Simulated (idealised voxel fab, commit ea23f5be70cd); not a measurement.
process module | voxel transistor to metal
cross-section cut | 185 nm wide | cells 5 nm
A cross-section is a grid of square cells, given in bands from the top down. A band is one or more rows of cells.
Each band's line starts with the height of the band's top and of its bottom, in nm. Then come its materials from left to right, each with its width in nm. One material with "throughout" fills the band from edge to edge. "air" is empty space.
Height 0 is the level under which the wafer as received is all one material. The lowest band goes on downwards, as in "0 down".
A width such as "30 to 40" changes by the same amount from each row of cells to the next, from the band's top row to its bottom row.
"no change" after a step means that no cell of the cross-section changed.
closed voids: empty space of 8 cells or more with no open way to the top, each as width x height at its distance from the left edge, in nm
after a step's settings: what the simulator itself notes on the step
overlay nm, on a step with a mask: how far to the right of its planned place the mask lay; to the left if negative
Each pair below shows a cross-section before one step and the cross-section after it, down to the lowest band that changed. The line under each pair gives the step between them, with its settings. The pairs can come from different runs of this module on the same starting wafer, so a pair continues from the pair above only where its "before" says so.
before
  90 to 85: Cu throughout
  85 to 80: TiN 60 | Cu 5 | TiN 55 | Cu 5 | TiN 60
  80 to 60: SiO2 55 | TiN 5 | Cu 5 | TiN 5 | SiO2 45 | TiN 5 | Cu 5 | TiN 5 | SiO2 55
  60 to 55: SiCN 55 | TiN 15 | SiCN 45 | TiN 15 | SiCN 55
  55 to 40: SiO2 55 | TiN 5 | W 5 | TiN 5 | SiO2 45 | TiN 5 | W 5 | TiN 5 | SiO2 55
  40 to 35: SiO2 55 | TiN 5 | W 5 | TiN 5 | SiO2 5 | SiN 10 | SiCN 15 | SiN 10 | SiO2 5 | TiN 5 | W 5 | TiN 5 | SiO2 55
  35 to 30: SiCN 45 | SiN 10 | TiN 15 | SiO2 5 | SiN 10 | SiCN 15 | SiN 10 | SiO2 5 | TiN 15 | SiN 10 | SiCN 45
  30 to 25: polySi 45 | SiCN 95 | polySi 45
  25 to 5: polySi throughout
  5 to 0: SiO2 45 | polySi 95 | SiO2 45
  0 to -5: SiO2 throughout
  -5 to -25: SiO2 55 | Si 75 | SiO2 55
  -25 down: Si throughout
  closed voids: none
after
  80 to 60: SiO2 55 | TiN 5 | Cu 5 | TiN 5 | SiO2 45 | TiN 5 | Cu 5 | TiN 5 | SiO2 55
  below 60: unchanged
  closed voids: none
the step between: op CMP | height nm 80
before: the cross-section after the pair above
after
  85 to 80: SiN throughout
  below 80: unchanged
  closed voids: none
the step between: op CONFORMAL_DEP | material SiN | thk nm 5
before
  55 to 40: SiO2 55 | TiN 5 | W 5 | TiN 5 | SiO2 45 | TiN 5 | W 5 | TiN 5 | SiO2 55
  40 to 25: SiO2 55 | TiN 5 | W 5 | TiN 5 | SiO2 5 | SiN 10 | SiCN 15 | SiN 10 | SiO2 5 | TiN 5 | W 5 | TiN 5 | SiO2 55
  25 to 5: SiO2 55 | TiN 5 | W 5 | TiN 5 | SiO2 5 | SiN 10 | polySi 15 | SiN 10 | SiO2 5 | TiN 5 | W 5 | TiN 5 | SiO2 55
  5 to 0: SiO2 45 | SiN 10 | TiN 15 | SiO2 5 | SiN 10 | polySi 15 | SiN 10 | SiO2 5 | TiN 15 | SiN 10 | SiO2 45
  0 to -5: SiO2 55 | SiGe 20 | SiO2 35 | SiGe 20 | SiO2 55
  -5 to -25: SiO2 55 | Si 75 | SiO2 55
  -25 down: Si throughout
  closed voids: none
after
  75 to 55: SiO2 throughout
  below 55: unchanged
  closed voids: none
the step between: op DIRECTIONAL_DEP | material SiO2 | thk nm 20
before: the cross-section after the pair above
after
  80 to 75: SiCN throughout
  below 75: unchanged
  closed voids: none
the step between: op CONFORMAL_DEP | material SiCN | thk nm 5
before: the cross-section after the pair above
after
  95 to 80: resist 55 | air 15 | resist 45 | air 15 | resist 55
  below 80: unchanged
  closed voids: none
the step between: op PATTERN | tone open | mask id METAL_1 | material resist | width nm 15 | pitch nm 60 | thk nm 15 | overlay nm 0
before: the cross-section after the pair above
after
  95 to 80: resist 55 | air 15 | resist 45 | air 15 | resist 55
  80 to 75: SiCN 55 | air 15 | SiCN 45 | air 15 | SiCN 55
  below 75: unchanged
  closed voids: none
the step between: op DIRECTIONAL_ETCH | etch materials SiCN | depth nm 5
before: the cross-section after the pair above
after
  80 to 75: SiCN 55 | air 15 | SiCN 45 | air 15 | SiCN 55
  below 75: unchanged
  closed voids: none
the step between: op STRIP | etch materials resist
before: the cross-section after the pair above
after
  85 to 80: TiN 60 | air 5 | TiN 55 | air 5 | TiN 60
  80 to 75: SiCN 55 | TiN 15 | SiCN 45 | TiN 15 | SiCN 55
  below 75: unchanged
  closed voids: none
the step between: op CONFORMAL_DEP | material TiN | thk nm 5
before: the cross-section after the pair above
after
  90 to 85: Cu throughout
  85 to 80: TiN 60 | Cu 5 | TiN 55 | Cu 5 | TiN 60
  below 80: unchanged
  closed voids: none
the step between: op FILL_DEP | material Cu | thk nm 5
before: the cross-section after the pair above
after
  80 to 75: SiCN 55 | TiN 15 | SiCN 45 | TiN 15 | SiCN 55
  below 75: unchanged
  closed voids: none
the step between: op CMP | height nm 80
before: the cross-section after the pair above
after
  85 to 80: SiN throughout
  below 80: unchanged
  closed voids: none
the step between: op CONFORMAL_DEP | material SiN | thk nm 5
before
  40 to 25: air 85 | SiCN 15 | air 85
  25 to 5: air 85 | polySi 15 | air 85
  5 to 0: SiO2 45 | air 40 | polySi 15 | air 40 | SiO2 45
  0 to -5: SiO2 throughout
  -5 to -25: SiO2 55 | Si 75 | SiO2 55
  -25 down: Si throughout
  closed voids: none
after
  55 to 40: air 70 | SiN 45 | air 70
  40 to 25: air 70 | SiN 15 | SiCN 15 | SiN 15 | air 70
  25 to 20: air 70 | SiN 15 | polySi 15 | SiN 15 | air 70
  20 to 15: SiN 60 | air 10 | SiN 15 | polySi 15 | SiN 15 | air 10 | SiN 60
  15 to 5: SiN 85 | polySi 15 | SiN 85
  5 to 0: SiO2 45 | SiN 40 | polySi 15 | SiN 40 | SiO2 45
  below 0: unchanged
  closed voids: none
the step between: op CONFORMAL_DEP | material SiN | thk nm 15
before: the cross-section after the pair above
after
  45 to 40: air 70 | SiN 45 | air 70
  40 to 25: air 70 | SiN 15 | SiCN 15 | SiN 15 | air 70
  25 to 10: air 70 | SiN 15 | polySi 15 | SiN 15 | air 70
  10 to 5: SiN 60 | air 10 | SiN 15 | polySi 15 | SiN 15 | air 10 | SiN 60
  below 5: unchanged
  closed voids: none
the step between: op DIRECTIONAL_ETCH | etch materials SiN | depth nm 10
before: the cross-section after the pair above
after
  55 to 45: SiO2 throughout
  45 to 40: SiO2 70 | SiN 45 | SiO2 70
  40 to 25: SiO2 70 | SiN 15 | SiCN 15 | SiN 15 | SiO2 70
  25 to 10: SiO2 70 | SiN 15 | polySi 15 | SiN 15 | SiO2 70
  10 to 5: SiN 60 | SiO2 10 | SiN 15 | polySi 15 | SiN 15 | SiO2 10 | SiN 60
  below 5: unchanged
  closed voids: none
the step between: op FILL_DEP | material SiO2 | thk nm 10
before: the cross-section after the pair above
after
  40 to 25: SiO2 70 | SiN 15 | SiCN 15 | SiN 15 | SiO2 70
  below 25: unchanged
  closed voids: none
the step between: op CMP | height nm 40
before: the cross-section after the pair above
after
  55 to 40: SiO2 throughout
  below 40: unchanged
  closed voids: none
the step between: op DIRECTIONAL_DEP | material SiO2 | thk nm 15
before: the cross-section after the pair above
after
  55 to 40: SiO2 55 | air 15 | SiO2 45 | air 15 | SiO2 55
  40 to 25: SiO2 55 | air 15 | SiN 15 | SiCN 15 | SiN 15 | air 15 | SiO2 55
  25 to 10: SiO2 55 | air 15 | SiN 15 | polySi 15 | SiN 15 | air 15 | SiO2 55
  10 to 5: SiN 60 | air 10 | SiN 15 | polySi 15 | SiN 15 | air 10 | SiN 60
  below 5: unchanged
  closed voids: none
the step between: op MASKED_ETCH | tone open | mask id CONTACT | width nm 15 | pitch nm 60 | etch materials SiO2 | depth nm 55 | overlay nm 0
before: the cross-section after the pair above
after
  60 to 55: TiN 60 | air 5 | TiN 55 | air 5 | TiN 60
  55 to 40: SiO2 55 | TiN 5 | air 5 | TiN 5 | SiO2 45 | TiN 5 | air 5 | TiN 5 | SiO2 55
  40 to 25: SiO2 55 | TiN 5 | air 5 | TiN 5 | SiN 15 | SiCN 15 | SiN 15 | TiN 5 | air 5 | TiN 5 | SiO2 55
  25 to 15: SiO2 55 | TiN 5 | air 5 | TiN 5 | SiN 15 | polySi 15 | SiN 15 | TiN 5 | air 5 | TiN 5 | SiO2 55
  15 to 10: SiO2 55 | TiN 15 | SiN 15 | polySi 15 | SiN 15 | TiN 15 | SiO2 55
  10 to 5: SiN 60 | TiN 10 | SiN 15 | polySi 15 | SiN 15 | TiN 10 | SiN 60
  below 5: unchanged
  closed voids: none
the step between: op CONFORMAL_DEP | material TiN | thk nm 5
before: the cross-section after the pair above
after
  65 to 60: W throughout
  60 to 55: TiN 60 | W 5 | TiN 55 | W 5 | TiN 60
  55 to 40: SiO2 55 | TiN 5 | W 5 | TiN 5 | SiO2 45 | TiN 5 | W 5 | TiN 5 | SiO2 55
  40 to 25: SiO2 55 | TiN 5 | W 5 | TiN 5 | SiN 15 | SiCN 15 | SiN 15 | TiN 5 | W 5 | TiN 5 | SiO2 55
  25 to 15: SiO2 55 | TiN 5 | W 5 | TiN 5 | SiN 15 | polySi 15 | SiN 15 | TiN 5 | W 5 | TiN 5 | SiO2 55
  below 15: unchanged
  closed voids: none
the step between: op FILL_DEP | material W | thk nm 5
before: the cross-section after the pair above
after
  55 to 40: SiO2 55 | TiN 5 | W 5 | TiN 5 | SiO2 45 | TiN 5 | W 5 | TiN 5 | SiO2 55
  below 40: unchanged
  closed voids: none
the step between: op CMP | height nm 55
before: the cross-section after the pair above
after
  60 to 55: SiCN throughout
  below 55: unchanged
  closed voids: none
the step between: op CONFORMAL_DEP | material SiCN | thk nm 5
before: the cross-section after the pair above
after
  80 to 60: SiO2 throughout
  below 60: unchanged
  closed voids: none
the step between: op DIRECTIONAL_DEP | material SiO2 | thk nm 20
before: the cross-section after the pair above
after
  95 to 80: resist 55 | air 15 | resist 45 | air 15 | resist 55
  below 80: unchanged
  closed voids: none
the step between: op PATTERN | tone open | mask id METAL_1 | material resist | width nm 15 | pitch nm 60 | thk nm 15 | overlay nm 0
before: the cross-section after the pair above
after
  95 to 80: resist 55 | air 15 | resist 45 | air 15 | resist 55
  80 to 60: SiO2 55 | air 15 | SiO2 45 | air 15 | SiO2 55
  below 60: unchanged
  closed voids: none
the step between: op DIRECTIONAL_ETCH | etch materials SiO2 | depth nm 20
before: the cross-section after the pair above
after
  95 to 80: resist 55 | air 15 | resist 45 | air 15 | resist 55
  80 to 60: SiO2 55 | air 15 | SiO2 45 | air 15 | SiO2 55
  60 to 55: SiCN 55 | air 15 | SiCN 45 | air 15 | SiCN 55
  below 55: unchanged
  closed voids: none
the step between: op DIRECTIONAL_ETCH | etch materials SiCN | depth nm 5
before: the cross-section after the pair above
after
  80 to 60: SiO2 55 | air 15 | SiO2 45 | air 15 | SiO2 55
  below 60: unchanged
  closed voids: none
the step between: op STRIP | etch materials resist
before: the cross-section after the pair above
after
  85 to 80: TiN 60 | air 5 | TiN 55 | air 5 | TiN 60
  80 to 60: SiO2 55 | TiN 5 | air 5 | TiN 5 | SiO2 45 | TiN 5 | air 5 | TiN 5 | SiO2 55
  60 to 55: SiCN 55 | TiN 15 | SiCN 45 | TiN 15 | SiCN 55
  below 55: unchanged
  closed voids: none
the step between: op CONFORMAL_DEP | material TiN | thk nm 5
before: the cross-section after the pair above
after
  90 to 85: Cu throughout
  85 to 80: TiN 60 | Cu 5 | TiN 55 | Cu 5 | TiN 60
  80 to 60: SiO2 55 | TiN 5 | Cu 5 | TiN 5 | SiO2 45 | TiN 5 | Cu 5 | TiN 5 | SiO2 55
  below 60: unchanged
  closed voids: none
the step between: op FILL_DEP | material Cu | thk nm 5
before: the cross-section after the pair above
after
  80 to 60: SiO2 55 | TiN 5 | Cu 5 | TiN 5 | SiO2 45 | TiN 5 | Cu 5 | TiN 5 | SiO2 55
  below 60: unchanged
  closed voids: none
the step between: op CMP | height nm 80
before: the cross-section after the pair above
after
  85 to 80: SiN throughout
  below 80: unchanged
  closed voids: none
the step between: op CONFORMAL_DEP | material SiN | thk nm 5
before
  80 to 60: SiO2 throughout
  60 to 55: SiCN throughout
  55 to 40: SiO2 55 | TiN 5 | W 5 | TiN 5 | SiO2 45 | TiN 5 | W 5 | TiN 5 | SiO2 55
  40 to 25: SiO2 55 | TiN 5 | W 5 | TiN 5 | SiO2 5 | SiN 10 | SiCN 15 | SiN 10 | SiO2 5 | TiN 5 | W 5 | TiN 5 | SiO2 55
  25 to 5: SiO2 55 | TiN 5 | W 5 | TiN 5 | SiO2 5 | SiN 10 | polySi 15 | SiN 10 | SiO2 5 | TiN 5 | W 5 | TiN 5 | SiO2 55
  5 to 0: SiO2 45 | SiN 10 | TiN 15 | SiO2 5 | SiN 10 | polySi 15 | SiN 10 | SiO2 5 | TiN 15 | SiN 10 | SiO2 45
  0 to -5: SiO2 55 | SiGe 20 | SiO2 35 | SiGe 20 | SiO2 55
  -5 to -25: SiO2 55 | Si 75 | SiO2 55
  -25 down: Si throughout
  closed voids: none
after
  95 to 80: resist 50 | air 25 | resist 35 | air 25 | resist 50
  below 80: unchanged
  closed voids: none
the step between: op PATTERN | tone open | mask id METAL_1 | material resist | width nm 25 | pitch nm 60 | thk nm 15 | overlay nm 0
before: the cross-section after the pair above
after
  95 to 80: resist 50 | air 25 | resist 35 | air 25 | resist 50
  80 to 60: SiO2 50 | air 25 | SiO2 35 | air 25 | SiO2 50
  below 60: unchanged
  closed voids: none
the step between: op DIRECTIONAL_ETCH | etch materials SiO2 | depth nm 20
before: the cross-section after the pair above
after
  95 to 80: resist 50 | air 25 | resist 35 | air 25 | resist 50
  80 to 60: SiO2 50 | air 25 | SiO2 35 | air 25 | SiO2 50
  60 to 55: SiCN 50 | air 25 | SiCN 35 | air 25 | SiCN 50
  below 55: unchanged
  closed voids: none
the step between: op DIRECTIONAL_ETCH | etch materials SiCN | depth nm 5
before: the cross-section after the pair above
after
  80 to 60: SiO2 50 | air 25 | SiO2 35 | air 25 | SiO2 50
  below 60: unchanged
  closed voids: none
the step between: op STRIP | etch materials resist
before: the cross-section after the pair above
after
  85 to 80: TiN 55 | air 15 | TiN 45 | air 15 | TiN 55
  80 to 60: SiO2 50 | TiN 5 | air 15 | TiN 5 | SiO2 35 | TiN 5 | air 15 | TiN 5 | SiO2 50
  60 to 55: SiCN 50 | TiN 25 | SiCN 35 | TiN 25 | SiCN 50
  below 55: unchanged
  closed voids: none
the step between: op CONFORMAL_DEP | material TiN | thk nm 5
before: the cross-section after the pair above
after
  90 to 85: Cu throughout
  85 to 80: TiN 55 | Cu 15 | TiN 45 | Cu 15 | TiN 55
  80 to 60: SiO2 50 | TiN 5 | Cu 15 | TiN 5 | SiO2 35 | TiN 5 | Cu 15 | TiN 5 | SiO2 50
  below 60: unchanged
  closed voids: none
the step between: op FILL_DEP | material Cu | thk nm 5
before: the cross-section after the pair above
after
  80 to 60: SiO2 50 | TiN 5 | Cu 15 | TiN 5 | SiO2 35 | TiN 5 | Cu 15 | TiN 5 | SiO2 50
  below 60: unchanged
  closed voids: none
the step between: op CMP | height nm 80
before: the cross-section after the pair above
after
  85 to 80: SiN throughout
  below 80: unchanged
  closed voids: none
the step between: op CONFORMAL_DEP | material SiN | thk nm 5
before
  55 to 40: SiO2 throughout
  40 to 25: SiO2 75 | SiN 10 | SiCN 15 | SiN 10 | SiO2 75
  25 to 5: SiO2 75 | SiN 10 | polySi 15 | SiN 10 | SiO2 75
  5 to 0: SiO2 45 | SiN 10 | SiO2 20 | SiN 10 | polySi 15 | SiN 10 | SiO2 20 | SiN 10 | SiO2 45
  0 to -5: SiO2 55 | SiGe 20 | SiO2 35 | SiGe 20 | SiO2 55
  -5 to -25: SiO2 55 | Si 75 | SiO2 55
  -25 down: Si throughout
  closed voids: none
after
  55 to 40: SiO2 45 | air 15 | SiO2 45 | air 15 | SiO2 65
  40 to 25: SiO2 45 | air 15 | SiO2 15 | SiN 10 | SiCN 15 | SiN 10 | air 10 | SiO2 65
  25 to 5: SiO2 45 | air 15 | SiO2 15 | SiN 10 | polySi 15 | SiN 10 | air 10 | SiO2 65
  5 to 0: SiO2 45 | SiN 10 | air 5 | SiO2 15 | SiN 10 | polySi 15 | SiN 10 | air 10 | SiO2 10 | SiN 10 | SiO2 45
  below 0: unchanged
  closed voids: none
the step between: op MASKED_ETCH | tone open | mask id CONTACT | width nm 15 | pitch nm 60 | etch materials SiO2 | depth nm 55 | overlay nm -10
before: the cross-section after the pair above
after
  60 to 55: TiN 50 | air 5 | TiN 55 | air 5 | TiN 70
  55 to 45: SiO2 45 | TiN 5 | air 5 | TiN 5 | SiO2 45 | TiN 5 | air 5 | TiN 5 | SiO2 65
  45 to 40: SiO2 45 | TiN 5 | air 5 | TiN 5 | SiO2 45 | TiN 15 | SiO2 65
  40 to 25: SiO2 45 | TiN 5 | air 5 | TiN 5 | SiO2 15 | SiN 10 | SiCN 15 | SiN 10 | TiN 10 | SiO2 65
  25 to 10: SiO2 45 | TiN 5 | air 5 | TiN 5 | SiO2 15 | SiN 10 | polySi 15 | SiN 10 | TiN 10 | SiO2 65
  10 to 5: SiO2 45 | TiN 15 | SiO2 15 | SiN 10 | polySi 15 | SiN 10 | TiN 10 | SiO2 65
  5 to 0: SiO2 45 | SiN 10 | TiN 5 | SiO2 15 | SiN 10 | polySi 15 | SiN 10 | TiN 10 | SiO2 10 | SiN 10 | SiO2 45
  below 0: unchanged
  closed voids: none
the step between: op CONFORMAL_DEP | material TiN | thk nm 5
before: the cross-section after the pair above
after
  65 to 60: W throughout
  60 to 55: TiN 50 | W 5 | TiN 55 | W 5 | TiN 70
  55 to 45: SiO2 45 | TiN 5 | W 5 | TiN 5 | SiO2 45 | TiN 5 | W 5 | TiN 5 | SiO2 65
  45 to 40: SiO2 45 | TiN 5 | W 5 | TiN 5 | SiO2 45 | TiN 15 | SiO2 65
  40 to 25: SiO2 45 | TiN 5 | W 5 | TiN 5 | SiO2 15 | SiN 10 | SiCN 15 | SiN 10 | TiN 10 | SiO2 65
  25 to 10: SiO2 45 | TiN 5 | W 5 | TiN 5 | SiO2 15 | SiN 10 | polySi 15 | SiN 10 | TiN 10 | SiO2 65
  below 10: unchanged
  closed voids: none
the step between: op FILL_DEP | material W | thk nm 5
before: the cross-section after the pair above
after
  55 to 45: SiO2 45 | TiN 5 | W 5 | TiN 5 | SiO2 45 | TiN 5 | W 5 | TiN 5 | SiO2 65
  below 45: unchanged
  closed voids: none
the step between: op CMP | height nm 55
before: the cross-section after the pair above
after
  60 to 55: SiCN throughout
  below 55: unchanged
  closed voids: none
the step between: op CONFORMAL_DEP | material SiCN | thk nm 5
before: the cross-section after the pair above
after
  80 to 60: SiO2 throughout
  below 60: unchanged
  closed voids: none
the step between: op DIRECTIONAL_DEP | material SiO2 | thk nm 20
before: the cross-section after the pair above
after
  95 to 80: resist 55 | air 15 | resist 45 | air 15 | resist 55
  below 80: unchanged
  closed voids: none
the step between: op PATTERN | tone open | mask id METAL_1 | material resist | width nm 15 | pitch nm 60 | thk nm 15 | overlay nm 0
before: the cross-section after the pair above
after
  95 to 80: resist 55 | air 15 | resist 45 | air 15 | resist 55
  80 to 60: SiO2 55 | air 15 | SiO2 45 | air 15 | SiO2 55
  below 60: unchanged
  closed voids: none
the step between: op DIRECTIONAL_ETCH | etch materials SiO2 | depth nm 20
before: the cross-section after the pair above
after
  95 to 80: resist 55 | air 15 | resist 45 | air 15 | resist 55
  80 to 60: SiO2 55 | air 15 | SiO2 45 | air 15 | SiO2 55
  60 to 55: SiCN 55 | air 15 | SiCN 45 | air 15 | SiCN 55
  below 55: unchanged
  closed voids: none
the step between: op DIRECTIONAL_ETCH | etch materials SiCN | depth nm 5
before: the cross-section after the pair above
after
  80 to 60: SiO2 55 | air 15 | SiO2 45 | air 15 | SiO2 55
  below 60: unchanged
  closed voids: none
the step between: op STRIP | etch materials resist
before: the cross-section after the pair above
after
  85 to 80: TiN 60 | air 5 | TiN 55 | air 5 | TiN 60
  80 to 60: SiO2 55 | TiN 5 | air 5 | TiN 5 | SiO2 45 | TiN 5 | air 5 | TiN 5 | SiO2 55
  60 to 55: SiCN 55 | TiN 15 | SiCN 45 | TiN 15 | SiCN 55
  below 55: unchanged
  closed voids: none
the step between: op CONFORMAL_DEP | material TiN | thk nm 5
before: the cross-section after the pair above
after
  90 to 85: Cu throughout
  85 to 80: TiN 60 | Cu 5 | TiN 55 | Cu 5 | TiN 60
  80 to 60: SiO2 55 | TiN 5 | Cu 5 | TiN 5 | SiO2 45 | TiN 5 | Cu 5 | TiN 5 | SiO2 55
  below 60: unchanged
  closed voids: none
the step between: op FILL_DEP | material Cu | thk nm 5
before: the cross-section after the pair above
after
  80 to 60: SiO2 55 | TiN 5 | Cu 5 | TiN 5 | SiO2 45 | TiN 5 | Cu 5 | TiN 5 | SiO2 55
  below 60: unchanged
  closed voids: none
the step between: op CMP | height nm 80
before: the cross-section after the pair above
after
  85 to 80: SiN throughout
  below 80: unchanged
  closed voids: none
the step between: op CONFORMAL_DEP | material SiN | thk nm 5
before
  0 down: Si throughout
  closed voids: none
after
  5 to 0: polySi throughout
  below 0: unchanged
  closed voids: none
the step between: op CONFORMAL_DEP | material polySi | thk nm 5
before: the cross-section after the pair above
after
  15 to 5: SiN throughout
  below 5: unchanged
  closed voids: none
the step between: op CONFORMAL_DEP | material SiN | thk nm 10
before: the cross-section after the pair above
after
  35 to 15: air 50 | resist 85 | air 50
  below 15: unchanged
  closed voids: none
the step between: op PATTERN | tone cover | mask id ACTIVE | material resist | width nm 85 | thk nm 20 | overlay nm 0
before: the cross-section after the pair above
after
  35 to 15: air 50 | resist 85 | air 50
  15 to 5: air 50 | SiN 85 | air 50
  below 5: unchanged
  closed voids: none
the step between: op DIRECTIONAL_ETCH | etch materials SiN | depth nm 10
before: the cross-section after the pair above
after
  35 to 15: air 50 | resist 85 | air 50
  15 to 5: air 50 | SiN 85 | air 50
  5 to 0: air 50 | polySi 85 | air 50
  0 to -15: air 50 | Si 85 | air 50
  below -15: unchanged
  closed voids: none
the step between: op DIRECTIONAL_ETCH | etch materials Si | depth nm 20
before: the cross-section after the pair above
after
  15 to 5: air 50 | SiN 85 | air 50
  below 5: unchanged
  closed voids: none
the step between: op STRIP | etch materials resist
before: the cross-section after the pair above
after
  15 to 5: air 50 | SiN 85 | air 50
  5 to 0: air 50 | SiO2 5 | polySi 75 | SiO2 5 | air 50
  0 to -15: air 50 | SiO2 5 | Si 75 | SiO2 5 | air 50
  -15 to -20: SiO2 55 | Si 75 | SiO2 55
  below -20: unchanged
  closed voids: none
the step between: op OXIDIZE | depth nm 5
before: the cross-section after the pair above
after
  30 to 15: SiO2 throughout
  15 to 5: SiO2 50 | SiN 85 | SiO2 50
  5 to 0: SiO2 55 | polySi 75 | SiO2 55
  0 to -20: SiO2 55 | Si 75 | SiO2 55
  below -20: unchanged
  closed voids: none
the step between: op FILL_DEP | material SiO2 | thk nm 15
before: the cross-section after the pair above
after
  15 to 5: SiO2 50 | SiN 85 | SiO2 50
  below 5: unchanged
  closed voids: none
the step between: op CMP | height nm 15
before: the cross-section after the pair above
after
  15 to 10: air 50 | SiN 85 | air 50
  below 10: unchanged
  closed voids: none
the step between: op SELECTIVE_ETCH | etch materials SiO2 | depth nm 5
before: the cross-section after the pair above
after
  10 to 5: SiO2 50 | air 85 | SiO2 50
  below 5: unchanged
  closed voids: none
the step between: op STRIP | etch materials SiN
before: the cross-section after the pair above
after
  5 to 0: SiO2 45 | air 10 | polySi 75 | air 10 | SiO2 45
  below 0: unchanged
  closed voids: none
the step between: op SELECTIVE_ETCH | etch materials SiO2 | depth nm 5
before: the cross-section after the pair above
after
  5 to 0: SiO2 45 | air 10 | SiO2 75 | air 10 | SiO2 45
  0 to -5: SiO2 60 | Si 65 | SiO2 60
  below -5: unchanged
  closed voids: none
the step between: op OXIDIZE | depth nm 5
before: the cross-section after the pair above
after
  30 to 25: polySi 45 | air 10 | polySi 75 | air 10 | polySi 45
  25 to 5: polySi throughout
  5 to 0: SiO2 45 | polySi 10 | SiO2 75 | polySi 10 | SiO2 45
  below 0: unchanged
  closed voids: none
the step between: op DIRECTIONAL_DEP | material polySi | thk nm 25
before: the cross-section after the pair above
after
  45 to 40: SiCN 45 | air 10 | SiCN 75 | air 10 | SiCN 45
  40 to 30: SiCN throughout
  30 to 25: polySi 45 | SiCN 10 | polySi 75 | SiCN 10 | polySi 45
  below 25: unchanged
  closed voids: none
the step between: op DIRECTIONAL_DEP | material SiCN | thk nm 15
before: the cross-section after the pair above
after
  55 to 50: aC 45 | air 10 | aC 75 | air 10 | aC 45
  50 to 45: aC throughout
  45 to 40: SiCN 45 | aC 10 | SiCN 75 | aC 10 | SiCN 45
  below 40: unchanged
  closed voids: none
the step between: op DIRECTIONAL_DEP | material aC | thk nm 10
before: the cross-section after the pair above
after
  80 to 55: air 85 | resist 15 | air 85
  below 55: unchanged
  closed voids: none
the step between: op PATTERN | tone cover | mask id GATE | material resist | width nm 15 | thk nm 25 | overlay nm 0
before: the cross-section after the pair above
after
  70 to 55: air 85 | resist 15 | air 85
  55 to 45: air 85 | aC 15 | air 85
  45 to 40: SiCN 45 | air 10 | SiCN 75 | air 10 | SiCN 45
  below 40: unchanged
  closed voids: none
the step between: op DIRECTIONAL_ETCH | etch materials aC | depth nm 10
before: the cross-section after the pair above
after
  55 to 45: air 85 | aC 15 | air 85
  below 45: unchanged
  closed voids: none
the step between: op STRIP | etch materials resist
before: the cross-section after the pair above
after
  55 to 45: air 85 | aC 15 | air 85
  45 to 30: air 85 | SiCN 15 | air 85
  30 to 25: polySi 45 | air 10 | polySi 75 | air 10 | polySi 45
  below 25: unchanged
  closed voids: none
the step between: op DIRECTIONAL_ETCH | etch materials SiCN | depth nm 25
before: the cross-section after the pair above
after
  55 to 45: air 85 | aC 15 | air 85
  45 to 30: air 85 | SiCN 15 | air 85
  30 to 5: air 85 | polySi 15 | air 85
  5 to 0: SiO2 45 | air 10 | SiO2 75 | air 10 | SiO2 45
  below 0: unchanged
  closed voids: none
the step between: op DIRECTIONAL_ETCH | etch materials polySi | depth nm 35
before: the cross-section after the pair above
after
  45 to 30: air 85 | SiCN 15 | air 85
  below 30: unchanged
  closed voids: none
the step between: op STRIP | etch materials aC
before: the cross-section after the pair above
after
  55 to 45: air 75 | SiN 35 | air 75
  45 to 30: air 75 | SiN 10 | SiCN 15 | SiN 10 | air 75
  30 to 15: air 75 | SiN 10 | polySi 15 | SiN 10 | air 75
  15 to 5: SiN 85 | polySi 15 | SiN 85
  5 to 0: SiO2 45 | SiN 10 | SiO2 75 | SiN 10 | SiO2 45
  below 0: unchanged
  closed voids: none
the step between: op CONFORMAL_DEP | material SiN | thk nm 10
before: the cross-section after the pair above
after
  45 to 30: air 75 | SiN 10 | SiCN 15 | SiN 10 | air 75
  30 to 5: air 75 | SiN 10 | polySi 15 | SiN 10 | air 75
  below 5: unchanged
  closed voids: none
the step between: op DIRECTIONAL_ETCH | etch materials SiN | depth nm 10
before: the cross-section after the pair above
after
  45 to 30: air 75 | SiN 10 | SiCN 15 | SiN 10 | air 75
  30 to 5: air 75 | SiN 10 | polySi 15 | SiN 10 | air 75
  5 to 0: air 45 | SiN 10 | air 20 | SiO2 35 | air 20 | SiN 10 | air 45
  below 0: unchanged
  closed voids: none
the step between: op DIRECTIONAL_ETCH | etch materials SiO2 | depth nm 5
before: the cross-section after the pair above
after
  45 to 30: air 75 | SiN 10 | SiCN 15 | SiN 10 | air 75
  30 to 5: air 75 | SiN 10 | polySi 15 | SiN 10 | air 75
  5 to 0: air 45 | SiN 10 | SiGe 20 | SiO2 35 | SiGe 20 | SiN 10 | air 45
  below 0: unchanged
  closed voids: none
the step between: op EPI | material SiGe | thk nm 5
before: the cross-section after the pair above
after
  55 to 45: SiO2 throughout
  45 to 30: SiO2 75 | SiN 10 | SiCN 15 | SiN 10 | SiO2 75
  30 to 5: SiO2 75 | SiN 10 | polySi 15 | SiN 10 | SiO2 75
  5 to 0: SiO2 45 | SiN 10 | SiGe 20 | SiO2 35 | SiGe 20 | SiN 10 | SiO2 45
  below 0: unchanged
  closed voids: none
the step between: op FILL_DEP | material SiO2 | thk nm 10
before: the cross-section after the pair above
after
  40 to 30: SiO2 75 | SiN 10 | SiCN 15 | SiN 10 | SiO2 75
  below 30: unchanged
  closed voids: none
the step between: op CMP | height nm 40
before: the cross-section after the pair above
after
  55 to 40: SiO2 throughout
  below 40: unchanged
  closed voids: none
the step between: op DIRECTIONAL_DEP | material SiO2 | thk nm 15
before: the cross-section after the pair above
after
  55 to 40: SiO2 55 | air 15 | SiO2 45 | air 15 | SiO2 55
  40 to 30: SiO2 55 | air 15 | SiO2 5 | SiN 10 | SiCN 15 | SiN 10 | SiO2 5 | air 15 | SiO2 55
  30 to 5: SiO2 55 | air 15 | SiO2 5 | SiN 10 | polySi 15 | SiN 10 | SiO2 5 | air 15 | SiO2 55
  below 5: unchanged
  closed voids: none
the step between: op MASKED_ETCH | tone open | mask id CONTACT | width nm 15 | pitch nm 60 | etch materials SiO2 | depth nm 55 | overlay nm 0
before: the cross-section after the pair above
after
  60 to 55: TiN 60 | air 5 | TiN 55 | air 5 | TiN 60
  55 to 40: SiO2 55 | TiN 5 | air 5 | TiN 5 | SiO2 45 | TiN 5 | air 5 | TiN 5 | SiO2 55
  40 to 30: SiO2 55 | TiN 5 | air 5 | TiN 5 | SiO2 5 | SiN 10 | SiCN 15 | SiN 10 | SiO2 5 | TiN 5 | air 5 | TiN 5 | SiO2 55
  30 to 10: SiO2 55 | TiN 5 | air 5 | TiN 5 | SiO2 5 | SiN 10 | polySi 15 | SiN 10 | SiO2 5 | TiN 5 | air 5 | TiN 5 | SiO2 55
  10 to 5: SiO2 55 | TiN 15 | SiO2 5 | SiN 10 | polySi 15 | SiN 10 | SiO2 5 | TiN 15 | SiO2 55
  below 5: unchanged
  closed voids: none
the step between: op CONFORMAL_DEP | material TiN | thk nm 5
